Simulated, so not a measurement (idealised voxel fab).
Herein follows the process module entitled voxel gate over fins.
Cross-section cut spans 220 nm and uses square cells 5 nm in size.
Cross-section layout: square cells on a grid; listed as bands, top to bottom; a band spans one or more cell rows. First you get the band's top height and its bottom height, in nm, and then the materials it's made of, left to right, with each width in nm. If you see a single material with "edge to edge", that one covers the band edge to edge. "blank" is empty space. Heights are measured from 0, the level below which the as-received wafer is all one material; the lowest band has no bottom and continues downward, written as in "from 0 down". The width entry "30 to 40" should be interpreted row by row: the top row of cells in the band takes the first number, the bottom row takes the second number, and the change between adjacent rows is uniform throughout. "no alterations made" (step): cross-section cells unchanged, all of them. Entry "Closed void catalog". Content: empty spaces with no open connection to the top, size 8 cells or greater. Each: width x height at distance. Distance: from left edge. Unit: nm. It should be noted that, on the line of a given step, the content following the step's settings is a remark produced by the simulator itself with respect to that step. overlay nm: right-of-plan distance of the mask on a masked step; negative values mean left-of-plan.
**Here's what the planned process steps look like**
1. RECEIVE (material Si)
2. CONFORMAL_DEP (material SiN; thk nm 5)
3. MASKED_ETCH (tone cover; mask id FINS; width nm 15; pitch nm 50; etch materials SiN; depth nm 5; overlay nm 0)
4. MASKED_ETCH (tone cover; mask id FINS; width nm 15; pitch nm 50; etch materials Si; depth nm 40; overlay nm 0)
5. FILL_DEP (material SiO2; thk nm 5)
6. CMP (height nm 5)
7. PATTERN (tone open; mask id RAIL; material resist; width nm 15; thk nm 15; overlay nm 0)
8. DIRECTIONAL_ETCH (etch materials SiO2; depth nm 40)
9. STRIP (etch materials resist)
10. CONFORMAL_DEP (material TiN; thk nm 5)
11. FILL_DEP (material Ru; thk nm 10)
12. CMP (height nm 5)
13. SELECTIVE_ETCH (etch materials W Ru TiN; depth nm 30)
14. FILL_DEP (material SiO2; thk nm 5)
15. CMP (height nm 5)
16. SELECTIVE_ETCH (etch materials SiO2; depth nm 20)
17. STRIP (etch materials SiN)
18. CONFORMAL_DEP (material HfO2; thk nm 5)
19. CONFORMAL_DEP (material TiN; thk nm 5)
20. CONFORMAL_DEP (material TiAl; thk nm 5)
21. CONFORMAL_DEP (material TiN; thk nm 5)
22. FILL_DEP (material W; thk nm 15)
23. CMP (height nm 30)
24. CONFORMAL_DEP (material SiN; thk nm 5)
**On the first of the two wafers: run conducted according to plan**
**As-received wafer cross-section (after step 1)**
    from 0 down | Si edge to edge
    Closed void catalog: none
**Wafer section view after processing step 2**
    from 5 to 0 | SiN edge to edge
    Below 0, the layers are the same as they were.
**Wafer section view after processing step 3**
    from 5 to 0 | 50 of blank  15 of SiN  35 of blank  15 of SiN  35 of blank  15 of SiN  55 of blank
    Below 0, the layers are the same as they were.
**Wafer section view after processing step 4**
    from 5 to 0 | 50 of blank  15 of SiN  35 of blank  15 of SiN  35 of blank  15 of SiN  55 of blank
    from 0 to -40 | 50 of blank  15 of Si  35 of blank  15 of Si  35 of blank  15 of Si  55 of blank
    Below -40, the layers are the same as they were.
**Wafer section view after processing step 5**
    from 10 to 5 | SiO2 edge to edge
    from 5 to 0 | 50 of SiO2  15 of SiN  35 of SiO2  15 of SiN  35 of SiO2  15 of SiN  55 of SiO2
    from 0 to -40 | 50 of SiO2  15 of Si  35 of SiO2  15 of Si  35 of SiO2  15 of Si  55 of SiO2
    Below -40, the layers are the same as they were.
**Wafer section view after processing step 6**
    from 5 to 0 | 50 of SiO2  15 of SiN  35 of SiO2  15 of SiN  35 of SiO2  15 of SiN  55 of SiO2
    Below 0, the layers are the same as they were.
**Wafer section view after processing step 7**
    from 20 to 5 | 75 of resist  15 of blank  130 of resist
    Below 5, the layers are the same as they were.
**Wafer section view after processing step 8**
    from 20 to 5 | 75 of resist  15 of blank  130 of resist
    from 5 to 0 | 50 of SiO2  15 of SiN  10 of SiO2  15 of blank  10 of SiO2  15 of SiN  35 of SiO2  15 of SiN  55 of SiO2
    from 0 to -35 | 50 of SiO2  15 of Si  10 of SiO2  15 of blank  10 of SiO2  15 of Si  35 of SiO2  15 of Si  55 of SiO2
    Below -35, the layers are the same as they were.
**Wafer section view after processing step 9**
    from 5 to 0 | 50 of SiO2  15 of SiN  10 of SiO2  15 of blank  10 of SiO2  15 of SiN  35 of SiO2  15 of SiN  55 of SiO2
    Below 0, the layers are the same as they were.
**Wafer section view after processing step 10**
    from 10 to 5 | 80 of TiN  5 of blank  135 of TiN
    from 5 to 0 | 50 of SiO2  15 of SiN  10 of SiO2  5 of TiN  5 of blank  5 of TiN  10 of SiO2  15 of SiN  35 of SiO2  15 of SiN  55 of SiO2
    from 0 to -30 | 50 of SiO2  15 of Si  10 of SiO2  5 of TiN  5 of blank  5 of TiN  10 of SiO2  15 of Si  35 of SiO2  15 of Si  55 of SiO2
    from -30 to -35 | 50 of SiO2  15 of Si  10 of SiO2  15 of TiN  10 of SiO2  15 of Si  35 of SiO2  15 of Si  55 of SiO2
    Below -35, the layers are the same as they were.
**Wafer section view after processing step 11**
    from 20 to 10 | Ru edge to edge
    from 10 to 5 | 80 of TiN  5 of Ru  135 of TiN
    from 5 to 0 | 50 of SiO2  15 of SiN  10 of SiO2  5 of TiN  5 of Ru  5 of TiN  10 of SiO2  15 of SiN  35 of SiO2  15 of SiN  55 of SiO2
    from 0 to -30 | 50 of SiO2  15 of Si  10 of SiO2  5 of TiN  5 of Ru  5 of TiN  10 of SiO2  15 of Si  35 of SiO2  15 of Si  55 of SiO2
    Below -30, the layers are the same as they were.
**Wafer section view after processing step 12**
    from 5 to 0 | 50 of SiO2  15 of SiN  10 of SiO2  5 of TiN  5 of Ru  5 of TiN  10 of SiO2  15 of SiN  35 of SiO2  15 of SiN  55 of SiO2
    Below 0, the layers are the same as they were.
**Wafer section view after processing step 13**
    from 5 to 0 | 50 of SiO2  15 of SiN  10 of SiO2  15 of blank  10 of SiO2  15 of SiN  35 of SiO2  15 of SiN  55 of SiO2
    from 0 to -25 | 50 of SiO2  15 of Si  10 of SiO2  15 of blank  10 of SiO2  15 of Si  35 of SiO2  15 of Si  55 of SiO2
    Below -25, the layers are the same as they were.
**Wafer section view after processing step 14**
    from 10 to 5 | SiO2 edge to edge
    from 5 to 0 | 50 of SiO2  15 of SiN  35 of SiO2  15 of SiN  35 of SiO2  15 of SiN  55 of SiO2
    from 0 to -25 | 50 of SiO2  15 of Si  35 of SiO2  15 of Si  35 of SiO2  15 of Si  55 of SiO2
    Below -25, the layers are the same as they were.
**Wafer section view after processing step 15**
    from 5 to 0 | 50 of SiO2  15 of SiN  35 of SiO2  15 of SiN  35 of SiO2  15 of SiN  55 of SiO2
    Below 0, the layers are the same as they were.
**Wafer section view after processing step 16**
    from 5 to 0 | 50 of blank  15 of SiN  35 of blank  15 of SiN  35 of blank  15 of SiN  55 of blank
    from 0 to -15 | 50 of blank  15 of Si  35 of blank  15 of Si  35 of blank  15 of Si  55 of blank
    Below -15, the layers are the same as they were.
**Wafer section view after processing step 17**
    from 0 to -15 | 50 of blank  15 of Si  35 of blank  15 of Si  35 of blank  15 of Si  55 of blank
    Below -15, the layers are the same as they were.
**Wafer section view after processing step 18**
    from 5 to 0 | 45 of blank  25 of HfO2  25 of blank  25 of HfO2  25 of blank  25 of HfO2  50 of blank
    from 0 to -10 | 45 of blank  5 of HfO2  15 of Si  5 of HfO2  25 of blank  5 of HfO2  15 of Si  5 of HfO2  25 of blank  5 of HfO2  15 of Si  5 of HfO2  50 of blank
    from -10 to -15 | 50 of HfO2  15 of Si  35 of HfO2  15 of Si  35 of HfO2  15 of Si  55 of HfO2
    Below -15, the layers are the same as they were.
**Wafer section view after processing step 19**
    from 10 to 5 | 40 of blank  35 of TiN  15 of blank  35 of TiN  15 of blank  35 of TiN  45 of blank
    from 5 to 0 | 40 of blank  5 of TiN  25 of HfO2  5 of TiN  15 of blank  5 of TiN  25 of HfO2  5 of TiN  15 of blank  5 of TiN  25 of HfO2  5 of TiN  45 of blank
    from 0 to -5 | 40 of blank  5 of TiN  5 of HfO2  15 of Si  5 of HfO2  5 of TiN  15 of blank  5 of TiN  5 of HfO2  15 of Si  5 of HfO2  5 of TiN  15 of blank  5 of TiN  5 of HfO2  15 of Si  5 of HfO2  5 of TiN  45 of blank
    from -5 to -10 | 45 of TiN  5 of HfO2  15 of Si  5 of HfO2  25 of TiN  5 of HfO2  15 of Si  5 of HfO2  25 of TiN  5 of HfO2  15 of Si  5 of HfO2  50 of TiN
    Below -10, the layers are the same as they were.
**Wafer section view after processing step 20**
    from 15 to 10 | 35 of blank  45 of TiAl  5 of blank  45 of TiAl  5 of blank  45 of TiAl  40 of blank
    from 10 to 5 | 35 of blank  5 of TiAl  35 of TiN  5 of TiAl  5 of blank  5 of TiAl  35 of TiN  5 of TiAl  5 of blank  5 of TiAl  35 of TiN  5 of TiAl  40 of blank
    from 5 to 0 | 35 of blank  5 of TiAl  5 of TiN  25 of HfO2  5 of TiN  5 of TiAl  5 of blank  5 of TiAl  5 of TiN  25 of HfO2  5 of TiN  5 of TiAl  5 of blank  5 of TiAl  5 of TiN  25 of HfO2  5 of TiN  5 of TiAl  40 of blank
    from 0 to -5 | 40 of TiAl  5 of TiN  5 of HfO2  15 of Si  5 of HfO2  5 of TiN  15 of TiAl  5 of TiN  5 of HfO2  15 of Si  5 of HfO2  5 of TiN  15 of TiAl  5 of TiN  5 of HfO2  15 of Si  5 of HfO2  5 of TiN  45 of TiAl
    Below -5, the layers are the same as they were.
**Wafer section view after processing step 21**
    from 20 to 15 | 30 of blank  155 of TiN  35 of blank
    from 15 to 10 | 30 of blank  5 of TiN  45 of TiAl  5 of TiN  45 of TiAl  5 of TiN  45 of TiAl  5 of TiN  35 of blank
    from 10 to 5 | 30 of blank  5 of TiN  5 of TiAl  35 of TiN  5 of TiAl  5 of TiN  5 of TiAl  35 of TiN  5 of TiAl  5 of TiN  5 of TiAl  35 of TiN  5 of TiAl  5 of TiN  35 of blank
    from 5 to 0 | 35 of TiN  5 of TiAl  5 of TiN  25 of HfO2  5 of TiN  5 of TiAl  5 of TiN  5 of TiAl  5 of TiN  25 of HfO2  5 of TiN  5 of TiAl  5 of TiN  5 of TiAl  5 of TiN  25 of HfO2  5 of TiN  5 of TiAl  40 of TiN
    Below 0, the layers are the same as they were.
**Wafer section view after processing step 22**
    from 35 to 20 | W edge to edge
    from 20 to 15 | 30 of W  155 of TiN  35 of W
    from 15 to 10 | 30 of W  5 of TiN  45 of TiAl  5 of TiN  45 of TiAl  5 of TiN  45 of TiAl  5 of TiN  35 of W
    from 10 to 5 | 30 of W  5 of TiN  5 of TiAl  35 of TiN  5 of TiAl  5 of TiN  5 of TiAl  35 of TiN  5 of TiAl  5 of TiN  5 of TiAl  35 of TiN  5 of TiAl  5 of TiN  35 of W
    Below 5, the layers are the same as they were.
**Wafer section view after processing step 23**
    from 30 to 20 | W edge to edge
    Below 20, the layers are the same as they were.
**Wafer section view after processing step 24**
    from 35 to 30 | SiN edge to edge
    Below 30, the layers are the same as they were.
**second wafer: like start, like plan, one mistake. Through step 18 it matches the first wafer**
Planned end of step 19: second wafer, cross-section: no alterations made
**Planned end of step 20: second wafer, cross-section**
    from 10 to 5 | 40 of blank  35 of TiAl  15 of blank  35 of TiAl  15 of blank  35 of TiAl  45 of blank
    from 5 to 0 | 40 of blank  5 of TiAl  25 of HfO2  5 of TiAl  15 of blank  5 of TiAl  25 of HfO2  5 of TiAl  15 of blank  5 of TiAl  25 of HfO2  5 of TiAl  45 of blank
    from 0 to -5 | 40 of blank  5 of TiAl  5 of HfO2  15 of Si  5 of HfO2  5 of TiAl  15 of blank  5 of TiAl  5 of HfO2  15 of Si  5 of HfO2  5 of TiAl  15 of blank  5 of TiAl  5 of HfO2  15 of Si  5 of HfO2  5 of TiAl  45 of blank
    from -5 to -10 | 45 of TiAl  5 of HfO2  15 of Si  5 of HfO2  25 of TiAl  5 of HfO2  15 of Si  5 of HfO2  25 of TiAl  5 of HfO2  15 of Si  5 of HfO2  50 of TiAl
    Below -10, the layers are the same as they were.
**Planned end of step 21: second wafer, cross-section**
    from 15 to 10 | 35 of blank  45 of TiN  5 of blank  45 of TiN  5 of blank  45 of TiN  40 of blank
    from 10 to 5 | 35 of blank  5 of TiN  35 of TiAl  5 of TiN  5 of blank  5 of TiN  35 of TiAl  5 of TiN  5 of blank  5 of TiN  35 of TiAl  5 of TiN  40 of blank
    from 5 to 0 | 35 of blank  5 of TiN  5 of TiAl  25 of HfO2  5 of TiAl  5 of TiN  5 of blank  5 of TiN  5 of TiAl  25 of HfO2  5 of TiAl  5 of TiN  5 of blank  5 of TiN  5 of TiAl  25 of HfO2  5 of TiAl  5 of TiN  40 of blank
    from 0 to -5 | 40 of TiN  5 of TiAl  5 of HfO2  15 of Si  5 of HfO2  5 of TiAl  15 of TiN  5 of TiAl  5 of HfO2  15 of Si  5 of HfO2  5 of TiAl  15 of TiN  5 of TiAl  5 of HfO2  15 of Si  5 of HfO2  5 of TiAl  45 of TiN
    Below -5, the layers are the same as they were.
**Planned end of step 22: second wafer, cross-section**
    from 30 to 15 | W edge to edge
    from 15 to 10 | 35 of W  45 of TiN  5 of W  45 of TiN  5 of W  45 of TiN  40 of W
    from 10 to 5 | 35 of W  5 of TiN  35 of TiAl  5 of TiN  5 of W  5 of TiN  35 of TiAl  5 of TiN  5 of W  5 of TiN  35 of TiAl  5 of TiN  40 of W
    from 5 to 0 | 35 of W  5 of TiN  5 of TiAl  25 of HfO2  5 of TiAl  5 of TiN  5 of W  5 of TiN  5 of TiAl  25 of HfO2  5 of TiAl  5 of TiN  5 of W  5 of TiN  5 of TiAl  25 of HfO2  5 of TiAl  5 of TiN  40 of W
    Below 0, the layers are the same as they were.
Planned end of step 23: second wafer, cross-section: no alterations made
**Planned end of step 24: second wafer, cross-section**
    from 35 to 30 | SiN edge to edge
    Below 30, the layers are the same as they were.
Deviation noted in wafer processing: execution of step 19 of the plan did not take place, the step having been omitted
Final tally in cells, some materials are higher or lower on the second wafer than on the first: TiN -56 | W +56
